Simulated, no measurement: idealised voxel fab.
The following is a process module called voxel transistor to metal.
The cross-section on display is named cut; it measures 160 nm wide, and its cells are 5 nm squares.
Notation: cross-section as square-cell grid; stated in bands, top first, going down; one or more cell rows per band. The band entry comprises the height of the band's top followed by the height of its bottom, expressed in nm, and subsequently the band's materials from left to right, each stated together with its width in nm. Where a single material is marked with the word "full width", that material fills the band from edge to edge. The word "blank" represents empty space. Convention: height 0 is the level below which the wafer, as received, is all one material. The lowest band does not terminate at the bottom but continues downward, represented as "from 0 down". Per-row width for "30..40": begins at first number (top row of band), ends at second number (bottom row), increment between rows held constant. Where the words "nothing was modified" appear for a step, the cross-section shows no cell changed by that step; every cell remained as before. "Cavities, closed" enumerates empty spaces isolated from the top, with no open way to it, that contain at least 8 cells, giving each as width x height at distance from the left edge, all three in nm. Text after the settings on a step's line: the simulator's own remark on that step. overlay nm: mask right of planned place by this much (step with mask). Neg. = left.
SO HERE'S THE LINEUP OF PROCESS STEPS WE PLANNED
| 1 | RECEIVE (material Si) |
| 2 | OXIDIZE (depth nm 5) |
| 3 | CONFORMAL_DEP (material SiN; thk nm 10) |
| 4 | MASKED_ETCH (tone cover; mask id ACTIVE; width nm 110; etch materials SiN; depth nm 10; overlay nm 0) |
| 5 | MASKED_ETCH (tone cover; mask id ACTIVE; width nm 110; etch materials SiO2; depth nm 5; overlay nm 0) |
| 6 | MASKED_ETCH (tone cover; mask id ACTIVE; width nm 110; etch materials Si; depth nm 35; overlay nm 0) |
| 7 | FILL_DEP (material SiO2; thk nm 15) |
| 8 | CMP (height nm 10) |
| 9 | SELECTIVE_ETCH (etch materials SiO2; depth nm 5) |
| 10 | STRIP (etch materials SiN) |
| 11 | SELECTIVE_ETCH (etch materials SiO2; depth nm 5) |
| 12 | OXIDIZE (depth nm 5) |
| 13 | DIRECTIONAL_DEP (material polySi; thk nm 30) |
| 14 | DIRECTIONAL_DEP (material SiCN; thk nm 15) |
| 15 | DIRECTIONAL_DEP (material aC; thk nm 15) |
| 16 | PATTERN (tone cover; mask id GATE; material resist; width nm 20; thk nm 30; overlay nm 0) |
| 17 | DIRECTIONAL_ETCH (etch materials aC; depth nm 15) |
| 18 | STRIP (etch materials resist) |
| 19 | DIRECTIONAL_ETCH (etch materials SiCN; depth nm 25) |
| 20 | DIRECTIONAL_ETCH (etch materials polySi; depth nm 40) |
| 21 | STRIP (etch materials aC) |
| 22 | CONFORMAL_DEP (material SiO2; thk nm 5) |
| 23 | DIRECTIONAL_ETCH (etch materials SiO2; depth nm 5) |
| 24 | CONFORMAL_DEP (material SiN; thk nm 5) |
| 25 | DIRECTIONAL_ETCH (etch materials SiN; depth nm 5) |
| 26 | DIRECTIONAL_ETCH (etch materials SiO2; depth nm 5) |
| 27 | DIRECTIONAL_ETCH (etch materials Si; depth nm 10) |
| 28 | EPI (material SiGe; thk nm 15) |
| 29 | FILL_DEP (material SiO2; thk nm 5) |
| 30 | CMP (height nm 40) |
| 31 | DIRECTIONAL_DEP (material SiO2; thk nm 10) |
| 32 | DIRECTIONAL_DEP (material aC; thk nm 10) |
| 33 | PATTERN (tone open; mask id CONTACT; material resist; width nm 20; pitch nm 70; thk nm 30; overlay nm 0) |
| 34 | DIRECTIONAL_ETCH (etch materials aC; depth nm 10) |
| 35 | STRIP (etch materials resist) |
| 36 | DIRECTIONAL_ETCH (etch materials SiO2; depth nm 45) |
| 37 | STRIP (etch materials aC) |
| 38 | CONFORMAL_DEP (material TiN; thk nm 5) |
| 39 | FILL_DEP (material W; thk nm 10) |
| 40 | CMP (height nm 50) |
| 41 | CONFORMAL_DEP (material SiCN; thk nm 5) |
| 42 | DIRECTIONAL_DEP (material lowk; thk nm 15) |
| 43 | DIRECTIONAL_DEP (material aC; thk nm 15) |
| 44 | PATTERN (tone open; mask id METAL_1; material resist; width nm 20; pitch nm 70; thk nm 35; overlay nm 0) |
| 45 | DIRECTIONAL_ETCH (etch materials aC; depth nm 15) |
| 46 | STRIP (etch materials resist) |
| 47 | DIRECTIONAL_ETCH (etch materials lowk; depth nm 15) |
| 48 | DIRECTIONAL_ETCH (etch materials SiCN; depth nm 5) |
| 49 | STRIP (etch materials aC) |
| 50 | CONFORMAL_DEP (material TiN; thk nm 5) |
| 51 | FILL_DEP (material Cu; thk nm 5) |
| 52 | CMP (height nm 70) |
| 53 | CONFORMAL_DEP (material SiCN; thk nm 5) |
| 54 | DIRECTIONAL_DEP (material SiO2; thk nm 30) |
| 55 | MASKED_ETCH (tone open; mask id METAL_2; width nm 20; pitch nm 70; etch materials SiO2; depth nm 20; overlay nm 0) |
| 56 | PATTERN (tone open; mask id METAL_2_HOLES; material resist; width nm 15; pitch nm 70; thk nm 15; overlay nm 0) |
| 57 | DIRECTIONAL_ETCH (etch materials SiO2; depth nm 10) |
| 58 | DIRECTIONAL_ETCH (etch materials SiCN; depth nm 5) |
| 59 | STRIP (etch materials resist) |
| 60 | CONFORMAL_DEP (material TiN; thk nm 5) |
| 61 | FILL_DEP (material Cu; thk nm 5) |
| 62 | CMP (height nm 105) |
| 63 | CONFORMAL_DEP (material SiN; thk nm 5) |
AS RECEIVED, AFTER STEP 1
> from 0 down: Si full width
> Cavities, closed: none
WAFER CROSS-SECTION AT END OF MODULE: START AND PLAN AS SHOWN ABOVE, ONE EXECUTION ERROR
> from 110 to 105: SiN full width
> from 105 to 95: Cu=45..30; TiN=5..20; SiO2=5; TiN=5; Cu=55..40; TiN=5..20; SiO2=5; TiN=5; Cu=30
> from 95 to 90: Cu=30; TiN=5; SiO2=20; TiN=5; Cu=40; TiN=5; SiO2=20; TiN=5; Cu=30
> from 90 to 85: TiN=35; SiO2=20; TiN=50; SiO2=20; TiN=35
> from 85 to 75: SiO2 full width
> from 75 to 70: SiCN full width
> from 70 to 55: lowk=35; TiN=5; Cu=10; TiN=5; lowk=50; TiN=5; Cu=10; TiN=5; lowk=35
> from 55 to 50: SiCN=35; TiN=20; SiCN=50; TiN=20; SiCN=35
> from 50 to 40: SiO2=35; TiN=5; W=10; TiN=5; SiO2=50; TiN=5; W=10; TiN=5; SiO2=35
> from 40 to 25: SiO2=35; TiN=5; W=10; TiN=5; SiO2=5; SiN=5; SiO2=5; SiCN=20; SiO2=5; SiN=5; SiO2=5; TiN=5; W=10; TiN=5; SiO2=35
> from 25 to 10: SiO2=35; TiN=5; W=10; TiN=5; SiO2=5; SiN=5; SiO2=5; polySi=20; SiO2=5; SiN=5; SiO2=5; TiN=5; W=10; TiN=5; SiO2=35
> from 10 to 5: SiO2=35; TiN=20; SiO2=5; SiN=5; SiO2=5; polySi=20; SiO2=5; SiN=5; SiO2=5; TiN=20; SiO2=35
> from 5 to 0: SiO2=25; SiGe=35; SiN=5; SiO2=5; polySi=20; SiO2=5; SiN=5; SiGe=35; SiO2=25
> from 0 to -5: SiO2=25; SiN=5; SiGe=30; SiN=5; SiO2=5; polySi=20; SiO2=5; SiN=5; SiGe=30; SiN=5; SiO2=25
> from -5 to -10: SiO2=30; SiGe=30; SiO2=40; SiGe=30; SiO2=30
> from -10 to -20: SiO2=25; Si=5; SiGe=30; Si=40; SiGe=30; Si=5; SiO2=25
> from -20 to -40: SiO2=25; Si=110; SiO2=25
> from -40 down: Si full width
> Cavities, closed: none
Heads up, the wafer didn't run the way we planned it: off-plan run, step 55, actual operation and settings MASKED_ETCH (tone cover; mask id METAL_2; width nm 20; pitch nm 70; etch materials SiO2; depth nm 20; overlay nm 0)
